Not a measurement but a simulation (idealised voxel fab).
The name of this process module is voxel transistor to metal.
Each square cell in cross-section cut measures 5 nm, and the section as a whole is 170 nm wide.
Cross-section = grid of square cells, listed top down in bands; band = one or more rows.
Top height, bottom height, nm. Materials left to right, width each, nm. Single material + "edge to edge" = fills band edge to edge. "air" = empty.
Height 0 is the level under which the wafer as received is all one material. The lowest band goes on downwards, as in "top 0, no bottom".
Width: "30..40" (first number = top row, second number = bottom row, same change from row to row of cells).
What does "changes: none" mean for a step? It means no cell of the cross-section changed in that step.
"Trapped void list" lists enclosed empty spaces (at least 8 cells, no open path upward to the top), each as width x height at distance from the left edge, in nm.
Heads up: the bit after the settings on a step's line is the simulator's remark on that step.
"overlay nm" on a masked step: distance the mask lay right of its planned place, negative for left.
**List of planned process steps**
1) RECEIVE with material Si
2) OXIDIZE with depth nm 5
3) CONFORMAL_DEP with material SiN, thk nm 10
4) MASKED_ETCH with tone cover, mask id ACTIVE, width nm 110, etch materials SiN, depth nm 10, overlay nm 0
5) MASKED_ETCH with tone cover, mask id ACTIVE, width nm 110, etch materials SiO2, depth nm 5, overlay nm 0
6) MASKED_ETCH with tone cover, mask id ACTIVE, width nm 110, etch materials Si, depth nm 20, overlay nm 0
7) OXIDIZE with depth nm 5
8) FILL_DEP with material SiO2, thk nm 15
9) CMP with height nm 10
10) SELECTIVE_ETCH with etch materials SiO2, depth nm 10
11) STRIP with etch materials SiN
12) SELECTIVE_ETCH with etch materials SiO2, depth nm 5
13) OXIDIZE with depth nm 5
14) DIRECTIONAL_DEP with material polySi, thk nm 20
15) DIRECTIONAL_DEP with material SiCN, thk nm 10
16) DIRECTIONAL_DEP with material aC, thk nm 15
17) PATTERN with tone cover, mask id GATE, material resist, width nm 30, thk nm 35, overlay nm 0
18) DIRECTIONAL_ETCH with etch materials aC, depth nm 15
19) STRIP with etch materials resist
20) DIRECTIONAL_ETCH with etch materials SiCN, depth nm 20
21) DIRECTIONAL_ETCH with etch materials polySi, depth nm 30
22) STRIP with etch materials aC
23) CONFORMAL_DEP with material SiO2, thk nm 5
24) DIRECTIONAL_ETCH with etch materials SiO2, depth nm 5
25) CONFORMAL_DEP with material SiN, thk nm 5
26) DIRECTIONAL_ETCH with etch materials SiN, depth nm 5
27) DIRECTIONAL_ETCH with etch materials SiO2, depth nm 5
28) DIRECTIONAL_ETCH with etch materials Si, depth nm 10
29) EPI with material SiGe, thk nm 15
30) FILL_DEP with material SiO2, thk nm 10
31) CMP with height nm 15
32) STRIP with etch materials polySi
33) SELECTIVE_ETCH with etch materials SiO2, depth nm 5
34) CONFORMAL_DEP with material HfO2, thk nm 5
35) CONFORMAL_DEP with material TiN, thk nm 5
36) FILL_DEP with material W, thk nm 5
37) CMP with height nm 10
38) DIRECTIONAL_DEP with material SiO2, thk nm 10
39) MASKED_ETCH with tone open, mask id CONTACT, width nm 20, pitch nm 80, etch materials SiO2, depth nm 25, overlay nm 0
40) CONFORMAL_DEP with material TiN, thk nm 5
41) FILL_DEP with material W, thk nm 10
42) CMP with height nm 20
43) DIRECTIONAL_DEP with material TiN, thk nm 5
44) DIRECTIONAL_DEP with material W, thk nm 20
45) PATTERN with tone cover, mask id METAL_1, material resist, width nm 20, pitch nm 80, thk nm 20, overlay nm 0
46) DIRECTIONAL_ETCH with etch materials W, depth nm 20
47) DIRECTIONAL_ETCH with etch materials TiN, depth nm 5
48) STRIP with etch materials resist
49) CONFORMAL_DEP with material SiN, thk nm 5
50) FILL_DEP with material lowk, thk nm 10
51) CMP with height nm 45
52) CONFORMAL_DEP with material SiN, thk nm 5
**What follows covers the first of two wafers; it ran as planned**
**As received (post step 1): cross-section**
top 0, no bottom | Si edge to edge
Trapped void list: none
**How the wafer stands in section after step 2**
top 0, bottom -5 | SiO2 edge to edge
Heights below -5 show no change.
**How the wafer stands in section after step 3**
top 10, bottom 0 | SiN edge to edge
Heights below 0 show no change.
**How the wafer stands in section after step 4**
top 10, bottom 0 | air=30 / SiN=110 / air=30
Heights below 0 show no change.
**How the wafer stands in section after step 5**
top 10, bottom 0 | air=30 / SiN=110 / air=30
top 0, bottom -5 | air=30 / SiO2=110 / air=30
Heights below -5 show no change.
**How the wafer stands in section after step 6**
top 10, bottom 0 | air=30 / SiN=110 / air=30
top 0, bottom -5 | air=30 / SiO2=110 / air=30
top -5, bottom -25 | air=30 / Si=110 / air=30
Heights below -25 show no change.
**How the wafer stands in section after step 7**
top 10, bottom 0 | air=30 / SiN=110 / air=30
top 0, bottom -5 | air=30 / SiO2=110 / air=30
top -5, bottom -25 | air=30 / SiO2=5 / Si=100 / SiO2=5 / air=30
top -25, bottom -30 | SiO2=35 / Si=100 / SiO2=35
Heights below -30 show no change.
**How the wafer stands in section after step 8**
top 25, bottom 10 | SiO2 edge to edge
top 10, bottom 0 | SiO2=30 / SiN=110 / SiO2=30
top 0, bottom -5 | SiO2 edge to edge
top -5, bottom -30 | SiO2=35 / Si=100 / SiO2=35
Heights below -30 show no change.
**How the wafer stands in section after step 9**
top 10, bottom 0 | SiO2=30 / SiN=110 / SiO2=30
Heights below 0 show no change.
**How the wafer stands in section after step 10**
top 10, bottom 0 | air=30 / SiN=110 / air=30
Heights below 0 show no change.
**How the wafer stands in section after step 11**
top 0, bottom -5 | SiO2 edge to edge
Heights below -5 show no change.
**How the wafer stands in section after step 12**
top -5, bottom -30 | SiO2=35 / Si=100 / SiO2=35
Heights below -30 show no change.
**How the wafer stands in section after step 13**
top -5, bottom -10 | SiO2 edge to edge
Heights below -10 show no change.
**How the wafer stands in section after step 14**
top 15, bottom -5 | polySi edge to edge
Heights below -5 show no change.
**How the wafer stands in section after step 15**
top 25, bottom 15 | SiCN edge to edge
Heights below 15 show no change.
**How the wafer stands in section after step 16**
top 40, bottom 25 | aC edge to edge
Heights below 25 show no change.
**How the wafer stands in section after step 17**
top 75, bottom 40 | air=70 / resist=30 / air=70
Heights below 40 show no change.
**How the wafer stands in section after step 18**
top 60, bottom 40 | air=70 / resist=30 / air=70
top 40, bottom 25 | air=70 / aC=30 / air=70
Heights below 25 show no change.
**How the wafer stands in section after step 19**
top 40, bottom 25 | air=70 / aC=30 / air=70
Heights below 25 show no change.
**How the wafer stands in section after step 20**
top 40, bottom 25 | air=70 / aC=30 / air=70
top 25, bottom 15 | air=70 / SiCN=30 / air=70
Heights below 15 show no change.
**How the wafer stands in section after step 21**
top 40, bottom 25 | air=70 / aC=30 / air=70
top 25, bottom 15 | air=70 / SiCN=30 / air=70
top 15, bottom -5 | air=70 / polySi=30 / air=70
Heights below -5 show no change.
**How the wafer stands in section after step 22**
top 25, bottom 15 | air=70 / SiCN=30 / air=70
Heights below 15 show no change.
**How the wafer stands in section after step 23**
top 30, bottom 25 | air=65 / SiO2=40 / air=65
top 25, bottom 15 | air=65 / SiO2=5 / SiCN=30 / SiO2=5 / air=65
top 15, bottom 0 | air=65 / SiO2=5 / polySi=30 / SiO2=5 / air=65
top 0, bottom -5 | SiO2=70 / polySi=30 / SiO2=70
Heights below -5 show no change.
**How the wafer stands in section after step 24**
top 25, bottom 15 | air=65 / SiO2=5 / SiCN=30 / SiO2=5 / air=65
top 15, bottom -5 | air=65 / SiO2=5 / polySi=30 / SiO2=5 / air=65
Heights below -5 show no change.
**How the wafer stands in section after step 25**
top 30, bottom 25 | air=60 / SiN=50 / air=60
top 25, bottom 15 | air=60 / SiN=5 / SiO2=5 / SiCN=30 / SiO2=5 / SiN=5 / air=60
top 15, bottom 0 | air=60 / SiN=5 / SiO2=5 / polySi=30 / SiO2=5 / SiN=5 / air=60
top 0, bottom -5 | SiN=65 / SiO2=5 / polySi=30 / SiO2=5 / SiN=65
Heights below -5 show no change.
**How the wafer stands in section after step 26**
top 25, bottom 15 | air=60 / SiN=5 / SiO2=5 / SiCN=30 / SiO2=5 / SiN=5 / air=60
top 15, bottom -5 | air=60 / SiN=5 / SiO2=5 / polySi=30 / SiO2=5 / SiN=5 / air=60
Heights below -5 show no change.
**How the wafer stands in section after step 27**
top 25, bottom 20 | air=60 / SiN=5 / air=5 / SiCN=30 / air=5 / SiN=5 / air=60
top 20, bottom 15 | air=60 / SiN=5 / SiO2=5 / SiCN=30 / SiO2=5 / SiN=5 / air=60
top 15, bottom -5 | air=60 / SiN=5 / SiO2=5 / polySi=30 / SiO2=5 / SiN=5 / air=60
top -5, bottom -10 | air=60 / SiO2=50 / air=60
Heights below -10 show no change.
**How the wafer stands in section after step 28**
top 25, bottom 20 | air=60 / SiN=5 / air=5 / SiCN=30 / air=5 / SiN=5 / air=60
top 20, bottom 15 | air=60 / SiN=5 / SiO2=5 / SiCN=30 / SiO2=5 / SiN=5 / air=60
top 15, bottom -5 | air=60 / SiN=5 / SiO2=5 / polySi=30 / SiO2=5 / SiN=5 / air=60
top -5, bottom -10 | air=60 / SiO2=50 / air=60
top -10, bottom -20 | SiO2=35 / air=25 / Si=50 / air=25 / SiO2=35
Heights below -20 show no change.
**How the wafer stands in section after step 29**
top 25, bottom 20 | air=60 / SiN=5 / air=5 / SiCN=30 / air=5 / SiN=5 / air=60
top 20, bottom 15 | air=60 / SiN=5 / SiO2=5 / SiCN=30 / SiO2=5 / SiN=5 / air=60
top 15, bottom 5 | air=60 / SiN=5 / SiO2=5 / polySi=30 / SiO2=5 / SiN=5 / air=60
top 5, bottom -5 | air=45 / SiGe=15 / SiN=5 / SiO2=5 / polySi=30 / SiO2=5 / SiN=5 / SiGe=15 / air=45
top -5, bottom -10 | air=30 / SiGe=30 / SiO2=50 / SiGe=30 / air=30
top -10, bottom -20 | SiO2=35 / SiGe=25 / Si=50 / SiGe=25 / SiO2=35
Heights below -20 show no change.
**How the wafer stands in section after step 30**
top 35, bottom 25 | SiO2 edge to edge
top 25, bottom 15 | SiO2=60 / SiN=5 / SiO2=5 / SiCN=30 / SiO2=5 / SiN=5 / SiO2=60
top 15, bottom 5 | SiO2=60 / SiN=5 / SiO2=5 / polySi=30 / SiO2=5 / SiN=5 / SiO2=60
top 5, bottom -5 | SiO2=45 / SiGe=15 / SiN=5 / SiO2=5 / polySi=30 / SiO2=5 / SiN=5 / SiGe=15 / SiO2=45
top -5, bottom -10 | SiO2=30 / SiGe=30 / SiO2=50 / SiGe=30 / SiO2=30
Heights below -10 show no change.
**How the wafer stands in section after step 31**
top 15, bottom 5 | SiO2=60 / SiN=5 / SiO2=5 / polySi=30 / SiO2=5 / SiN=5 / SiO2=60
Heights below 5 show no change.
**How the wafer stands in section after step 32**
top 15, bottom 5 | SiO2=60 / SiN=5 / SiO2=5 / air=30 / SiO2=5 / SiN=5 / SiO2=60
top 5, bottom -5 | SiO2=45 / SiGe=15 / SiN=5 / SiO2=5 / air=30 / SiO2=5 / SiN=5 / SiGe=15 / SiO2=45
Heights below -5 show no change.
**How the wafer stands in section after step 33**
top 15, bottom 10 | air=60 / SiN=5 / air=40 / SiN=5 / air=60
top 10, bottom 5 | SiO2=60 / SiN=5 / air=40 / SiN=5 / SiO2=60
top 5, bottom -5 | SiO2=45 / SiGe=15 / SiN=5 / air=40 / SiN=5 / SiGe=15 / SiO2=45
top -5, bottom -10 | SiO2=30 / SiGe=30 / SiO2=5 / air=40 / SiO2=5 / SiGe=30 / SiO2=30
Heights below -10 show no change.
**How the wafer stands in section after step 34**
top 20, bottom 15 | air=55 / HfO2=15 / air=30 / HfO2=15 / air=55
top 15, bottom 10 | HfO2=60 / SiN=5 / HfO2=5 / air=30 / HfO2=5 / SiN=5 / HfO2=60
top 10, bottom 5 | SiO2=60 / SiN=5 / HfO2=5 / air=30 / HfO2=5 / SiN=5 / SiO2=60
top 5, bottom -5 | SiO2=45 / SiGe=15 / SiN=5 / HfO2=5 / air=30 / HfO2=5 / SiN=5 / SiGe=15 / SiO2=45
top -5, bottom -10 | SiO2=30 / SiGe=30 / SiO2=5 / HfO2=40 / SiO2=5 / SiGe=30 / SiO2=30
Heights below -10 show no change.
**How the wafer stands in section after step 35**
top 25, bottom 20 | air=50 / TiN=25 / air=20 / TiN=25 / air=50
top 20, bottom 15 | TiN=55 / HfO2=15 / TiN=5 / air=20 / TiN=5 / HfO2=15 / TiN=55
top 15, bottom 10 | HfO2=60 / SiN=5 / HfO2=5 / TiN=5 / air=20 / TiN=5 / HfO2=5 / SiN=5 / HfO2=60
top 10, bottom 5 | SiO2=60 / SiN=5 / HfO2=5 / TiN=5 / air=20 / TiN=5 / HfO2=5 / SiN=5 / SiO2=60
top 5, bottom 0 | SiO2=45 / SiGe=15 / SiN=5 / HfO2=5 / TiN=5 / air=20 / TiN=5 / HfO2=5 / SiN=5 / SiGe=15 / SiO2=45
top 0, bottom -5 | SiO2=45 / SiGe=15 / SiN=5 / HfO2=5 / TiN=30 / HfO2=5 / SiN=5 / SiGe=15 / SiO2=45
Heights below -5 show no change.
**How the wafer stands in section after step 36**
top 30, bottom 25 | W edge to edge
top 25, bottom 20 | W=50 / TiN=25 / W=20 / TiN=25 / W=50
top 20, bottom 15 | TiN=55 / HfO2=15 / TiN=5 / W=20 / TiN=5 / HfO2=15 / TiN=55
top 15, bottom 10 | HfO2=60 / SiN=5 / HfO2=5 / TiN=5 / W=20 / TiN=5 / HfO2=5 / SiN=5 / HfO2=60
top 10, bottom 5 | SiO2=60 / SiN=5 / HfO2=5 / TiN=5 / W=20 / TiN=5 / HfO2=5 / SiN=5 / SiO2=60
top 5, bottom 0 | SiO2=45 / SiGe=15 / SiN=5 / HfO2=5 / TiN=5 / W=20 / TiN=5 / HfO2=5 / SiN=5 / SiGe=15 / SiO2=45
Heights below 0 show no change.
**How the wafer stands in section after step 37**
top 10, bottom 5 | SiO2=60 / SiN=5 / HfO2=5 / TiN=5 / W=20 / TiN=5 / HfO2=5 / SiN=5 / SiO2=60
Heights below 5 show no change.
**How the wafer stands in section after step 38**
top 20, bottom 10 | SiO2 edge to edge
Heights below 10 show no change.
**How the wafer stands in section after step 39**
top 20, bottom 10 | SiO2=35 / air=20 / SiO2=60 / air=20 / SiO2=35
top 10, bottom 5 | SiO2=35 / air=20 / SiO2=5 / SiN=5 / HfO2=5 / TiN=5 / W=20 / TiN=5 / HfO2=5 / SiN=5 / SiO2=5 / air=20 / SiO2=35
top 5, bottom 0 | SiO2=35 / air=10 / SiGe=15 / SiN=5 / HfO2=5 / TiN=5 / W=20 / TiN=5 / HfO2=5 / SiN=5 / SiGe=15 / air=10 / SiO2=35
top 0, bottom -5 | SiO2=35 / air=10 / SiGe=15 / SiN=5 / HfO2=5 / TiN=30 / HfO2=5 / SiN=5 / SiGe=15 / air=10 / SiO2=35
Heights below -5 show no change.
**How the wafer stands in section after step 40**
top 25, bottom 20 | TiN=40 / air=10 / TiN=70 / air=10 / TiN=40
top 20, bottom 10 | SiO2=35 / TiN=5 / air=10 / TiN=5 / SiO2=60 / TiN=5 / air=10 / TiN=5 / SiO2=35
top 10, bottom 5 | SiO2=35 / TiN=20 / SiO2=5 / SiN=5 / HfO2=5 / TiN=5 / W=20 / TiN=5 / HfO2=5 / SiN=5 / SiO2=5 / TiN=20 / SiO2=35
top 5, bottom 0 | SiO2=35 / TiN=10 / SiGe=15 / SiN=5 / HfO2=5 / TiN=5 / W=20 / TiN=5 / HfO2=5 / SiN=5 / SiGe=15 / TiN=10 / SiO2=35
top 0, bottom -5 | SiO2=35 / TiN=10 / SiGe=15 / SiN=5 / HfO2=5 / TiN=30 / HfO2=5 / SiN=5 / SiGe=15 / TiN=10 / SiO2=35
Heights below -5 show no change.
**How the wafer stands in section after step 41**
top 35, bottom 25 | W edge to edge
top 25, bottom 20 | TiN=40 / W=10 / TiN=70 / W=10 / TiN=40
top 20, bottom 10 | SiO2=35 / TiN=5 / W=10 / TiN=5 / SiO2=60 / TiN=5 / W=10 / TiN=5 / SiO2=35
Heights below 10 show no change.
**How the wafer stands in section after step 42**
top 20, bottom 10 | SiO2=35 / TiN=5 / W=10 / TiN=5 / SiO2=60 / TiN=5 / W=10 / TiN=5 / SiO2=35
Heights below 10 show no change.
**How the wafer stands in section after step 43**
top 25, bottom 20 | TiN edge to edge
Heights below 20 show no change.
**How the wafer stands in section after step 44**
top 45, bottom 25 | W edge to edge
Heights below 25 show no change.
**How the wafer stands in section after step 45**
top 65, bottom 45 | air=35 / resist=20 / air=60 / resist=20 / air=35
Heights below 45 show no change.
**How the wafer stands in section after step 46**
top 65, bottom 45 | air=35 / resist=20 / air=60 / resist=20 / air=35
top 45, bottom 25 | air=35 / W=20 / air=60 / W=20 / air=35
Heights below 25 show no change.
**How the wafer stands in section after step 47**
top 65, bottom 45 | air=35 / resist=20 / air=60 / resist=20 / air=35
top 45, bottom 25 | air=35 / W=20 / air=60 / W=20 / air=35
top 25, bottom 20 | air=35 / TiN=20 / air=60 / TiN=20 / air=35
Heights below 20 show no change.
**How the wafer stands in section after step 48**
top 45, bottom 25 | air=35 / W=20 / air=60 / W=20 / air=35
Heights below 25 show no change.
**How the wafer stands in section after step 49**
top 50, bottom 45 | air=30 / SiN=30 / air=50 / SiN=30 / air=30
top 45, bottom 25 | air=30 / SiN=5 / W=20 / SiN=5 / air=50 / SiN=5 / W=20 / SiN=5 / air=30
top 25, bottom 20 | SiN=35 / TiN=20 / SiN=60 / TiN=20 / SiN=35
Heights below 20 show no change.
**How the wafer stands in section after step 50**
top 60, bottom 50 | lowk edge to edge
top 50, bottom 45 | lowk=30 / SiN=30 / lowk=50 / SiN=30 / lowk=30
top 45, bottom 25 | lowk=30 / SiN=5 / W=20 / SiN=5 / lowk=50 / SiN=5 / W=20 / SiN=5 / lowk=30
Heights below 25 show no change.
**How the wafer stands in section after step 51**
top 45, bottom 25 | lowk=30 / SiN=5 / W=20 / SiN=5 / lowk=50 / SiN=5 / W=20 / SiN=5 / lowk=30
Heights below 25 show no change.
**How the wafer stands in section after step 52**
top 50, bottom 45 | SiN edge to edge
Heights below 45 show no change.
**It is to be noted that the second wafer proceeded from the same initial state and according to the same plan as the first, although one mistake was committed in its execution; through step 2, inclusive, the two wafers share an identical history**
**Cross-section of the second wafer at the time step 3 of the plan should have ended**
top 10, bottom 0 | SiCN edge to edge
Heights below 0 show no change.
Cross-section of the second wafer at the time step 4 of the plan should have ended: changes: none
Cross-section of the second wafer at the time step 5 of the plan should have ended: changes: none
Cross-section of the second wafer at the time step 6 of the plan should have ended: changes: none
Cross-section of the second wafer at the time step 7 of the plan should have ended: changes: none
**Cross-section of the second wafer at the time step 8 of the plan should have ended**
top 25, bottom 10 | SiO2 edge to edge
Heights below 10 show no change.
**Cross-section of the second wafer at the time step 9 of the plan should have ended**
top 10, bottom 0 | SiCN edge to edge
Heights below 0 show no change.
Cross-section of the second wafer at the time step 10 of the plan should have ended: changes: none
Cross-section of the second wafer at the time step 11 of the plan should have ended: changes: none
Cross-section of the second wafer at the time step 12 of the plan should have ended: changes: none
Cross-section of the second wafer at the time step 13 of the plan should have ended: changes: none
**Cross-section of the second wafer at the time step 14 of the plan should have ended**
top 30, bottom 10 | polySi edge to edge
Heights below 10 show no change.
**Cross-section of the second wafer at the time step 15 of the plan should have ended**
top 40, bottom 30 | SiCN edge to edge
Heights below 30 show no change.
**Cross-section of the second wafer at the time step 16 of the plan should have ended**
top 55, bottom 40 | aC edge to edge
Heights below 40 show no change.
**Cross-section of the second wafer at the time step 17 of the plan should have ended**
top 90, bottom 55 | air=70 / resist=30 / air=70
Heights below 55 show no change.
**Cross-section of the second wafer at the time step 18 of the plan should have ended**
top 75, bottom 55 | air=70 / resist=30 / air=70
top 55, bottom 40 | air=70 / aC=30 / air=70
Heights below 40 show no change.
**Cross-section of the second wafer at the time step 19 of the plan should have ended**
top 55, bottom 40 | air=70 / aC=30 / air=70
Heights below 40 show no change.
**Cross-section of the second wafer at the time step 20 of the plan should have ended**
top 55, bottom 40 | air=70 / aC=30 / air=70
top 40, bottom 30 | air=70 / SiCN=30 / air=70
Heights below 30 show no change.
**Cross-section of the second wafer at the time step 21 of the plan should have ended**
top 55, bottom 40 | air=70 / aC=30 / air=70
top 40, bottom 30 | air=70 / SiCN=30 / air=70
top 30, bottom 10 | air=70 / polySi=30 / air=70
Heights below 10 show no change.
**Cross-section of the second wafer at the time step 22 of the plan should have ended**
top 40, bottom 30 | air=70 / SiCN=30 / air=70
Heights below 30 show no change.
**Cross-section of the second wafer at the time step 23 of the plan should have ended**
top 45, bottom 40 | air=65 / SiO2=40 / air=65
top 40, bottom 30 | air=65 / SiO2=5 / SiCN=30 / SiO2=5 / air=65
top 30, bottom 15 | air=65 / SiO2=5 / polySi=30 / SiO2=5 / air=65
top 15, bottom 10 | SiO2=70 / polySi=30 / SiO2=70
Heights below 10 show no change.
**Cross-section of the second wafer at the time step 24 of the plan should have ended**
top 40, bottom 30 | air=65 / SiO2=5 / SiCN=30 / SiO2=5 / air=65
top 30, bottom 10 | air=65 / SiO2=5 / polySi=30 / SiO2=5 / air=65
Heights below 10 show no change.
**Cross-section of the second wafer at the time step 25 of the plan should have ended**
top 45, bottom 40 | air=60 / SiN=50 / air=60
top 40, bottom 30 | air=60 / SiN=5 / SiO2=5 / SiCN=30 / SiO2=5 / SiN=5 / air=60
top 30, bottom 15 | air=60 / SiN=5 / SiO2=5 / polySi=30 / SiO2=5 / SiN=5 / air=60
top 15, bottom 10 | SiN=65 / SiO2=5 / polySi=30 / SiO2=5 / SiN=65
Heights below 10 show no change.
**Cross-section of the second wafer at the time step 26 of the plan should have ended**
top 40, bottom 30 | air=60 / SiN=5 / SiO2=5 / SiCN=30 / SiO2=5 / SiN=5 / air=60
top 30, bottom 10 | air=60 / SiN=5 / SiO2=5 / polySi=30 / SiO2=5 / SiN=5 / air=60
Heights below 10 show no change.
**Cross-section of the second wafer at the time step 27 of the plan should have ended**
top 40, bottom 35 | air=60 / SiN=5 / air=5 / SiCN=30 / air=5 / SiN=5 / air=60
Heights below 35 show no change.
Cross-section of the second wafer at the time step 28 of the plan should have ended: changes: none
Cross-section of the second wafer at the time step 29 of the plan should have ended: changes: none
**Cross-section of the second wafer at the time step 30 of the plan should have ended**
top 50, bottom 40 | SiO2 edge to edge
top 40, bottom 30 | SiO2=60 / SiN=5 / SiO2=5 / SiCN=30 / SiO2=5 / SiN=5 / SiO2=60
top 30, bottom 10 | SiO2=60 / SiN=5 / SiO2=5 / polySi=30 / SiO2=5 / SiN=5 / SiO2=60
Heights below 10 show no change.
**Cross-section of the second wafer at the time step 31 of the plan should have ended**
top 15, bottom 10 | SiO2=60 / SiN=5 / SiO2=5 / polySi=30 / SiO2=5 / SiN=5 / SiO2=60
Heights below 10 show no change.
**Cross-section of the second wafer at the time step 32 of the plan should have ended**
top 15, bottom 10 | SiO2=60 / SiN=5 / SiO2=5 / air=30 / SiO2=5 / SiN=5 / SiO2=60
Heights below 10 show no change.
**Cross-section of the second wafer at the time step 33 of the plan should have ended**
top 15, bottom 10 | air=60 / SiN=5 / air=40 / SiN=5 / air=60
Heights below 10 show no change.
**Cross-section of the second wafer at the time step 34 of the plan should have ended**
top 20, bottom 15 | air=55 / HfO2=15 / air=30 / HfO2=15 / air=55
top 15, bottom 10 | HfO2=60 / SiN=5 / HfO2=40 / SiN=5 / HfO2=60
Heights below 10 show no change.
**Cross-section of the second wafer at the time step 35 of the plan should have ended**
top 25, bottom 20 | air=50 / TiN=25 / air=20 / TiN=25 / air=50
top 20, bottom 15 | TiN=55 / HfO2=15 / TiN=30 / HfO2=15 / TiN=55
Heights below 15 show no change.
**Cross-section of the second wafer at the time step 36 of the plan should have ended**
top 30, bottom 25 | W edge to edge
top 25, bottom 20 | W=50 / TiN=25 / W=20 / TiN=25 / W=50
Heights below 20 show no change.
**Cross-section of the second wafer at the time step 37 of the plan should have ended**
top 10, bottom 0 | SiCN edge to edge
Heights below 0 show no change.
**Cross-section of the second wafer at the time step 38 of the plan should have ended**
top 20, bottom 10 | SiO2 edge to edge
Heights below 10 show no change.
**Cross-section of the second wafer at the time step 39 of the plan should have ended**
top 20, bottom 10 | SiO2=35 / air=20 / SiO2=60 / air=20 / SiO2=35
Heights below 10 show no change.
**Cross-section of the second wafer at the time step 40 of the plan should have ended**
top 25, bottom 20 | TiN=40 / air=10 / TiN=70 / air=10 / TiN=40
top 20, bottom 15 | SiO2=35 / TiN=5 / air=10 / TiN=5 / SiO2=60 / TiN=5 / air=10 / TiN=5 / SiO2=35
top 15, bottom 10 | SiO2=35 / TiN=20 / SiO2=60 / TiN=20 / SiO2=35
Heights below 10 show no change.
**Cross-section of the second wafer at the time step 41 of the plan should have ended**
top 35, bottom 25 | W edge to edge
top 25, bottom 20 | TiN=40 / W=10 / TiN=70 / W=10 / TiN=40
top 20, bottom 15 | SiO2=35 / TiN=5 / W=10 / TiN=5 / SiO2=60 / TiN=5 / W=10 / TiN=5 / SiO2=35
Heights below 15 show no change.
**Cross-section of the second wafer at the time step 42 of the plan should have ended**
top 20, bottom 15 | SiO2=35 / TiN=5 / W=10 / TiN=5 / SiO2=60 / TiN=5 / W=10 / TiN=5 / SiO2=35
Heights below 15 show no change.
**Cross-section of the second wafer at the time step 43 of the plan should have ended**
top 25, bottom 20 | TiN edge to edge
Heights below 20 show no change.
**Cross-section of the second wafer at the time step 44 of the plan should have ended**
top 45, bottom 25 | W edge to edge
Heights below 25 show no change.
**Cross-section of the second wafer at the time step 45 of the plan should have ended**
top 65, bottom 45 | air=35 / resist=20 / air=60 / resist=20 / air=35
Heights below 45 show no change.
**Cross-section of the second wafer at the time step 46 of the plan should have ended**
top 65, bottom 45 | air=35 / resist=20 / air=60 / resist=20 / air=35
top 45, bottom 25 | air=35 / W=20 / air=60 / W=20 / air=35
Heights below 25 show no change.
**Cross-section of the second wafer at the time step 47 of the plan should have ended**
top 65, bottom 45 | air=35 / resist=20 / air=60 / resist=20 / air=35
top 45, bottom 25 | air=35 / W=20 / air=60 / W=20 / air=35
top 25, bottom 20 | air=35 / TiN=20 / air=60 / TiN=20 / air=35
Heights below 20 show no change.
**Cross-section of the second wafer at the time step 48 of the plan should have ended**
top 45, bottom 25 | air=35 / W=20 / air=60 / W=20 / air=35
Heights below 25 show no change.
**Cross-section of the second wafer at the time step 49 of the plan should have ended**
top 50, bottom 45 | air=30 / SiN=30 / air=50 / SiN=30 / air=30
top 45, bottom 25 | air=30 / SiN=5 / W=20 / SiN=5 / air=50 / SiN=5 / W=20 / SiN=5 / air=30
top 25, bottom 20 | SiN=35 / TiN=20 / SiN=60 / TiN=20 / SiN=35
Heights below 20 show no change.
**Cross-section of the second wafer at the time step 50 of the plan should have ended**
top 60, bottom 50 | lowk edge to edge
top 50, bottom 45 | lowk=30 / SiN=30 / lowk=50 / SiN=30 / lowk=30
top 45, bottom 25 | lowk=30 / SiN=5 / W=20 / SiN=5 / lowk=50 / SiN=5 / W=20 / SiN=5 / lowk=30
Heights below 25 show no change.
**Cross-section of the second wafer at the time step 51 of the plan should have ended**
top 45, bottom 25 | lowk=30 / SiN=5 / W=20 / SiN=5 / lowk=50 / SiN=5 / W=20 / SiN=5 / lowk=30
Heights below 25 show no change.
**Cross-section of the second wafer at the time step 52 of the plan should have ended**
top 50, bottom 45 | SiN edge to edge
Heights below 45 show no change.
Deviation noted in wafer processing: step 3 deviated from plan and actually ran as CONFORMAL_DEP with material SiCN, thk nm 10
Count the cells at the end and the second wafer has more or fewer of some materials than the first: -14 HfO2; +110 Si; +68 SiCN; -44 SiGe; -6 SiN; -80 SiO2; -22 TiN; -12 W
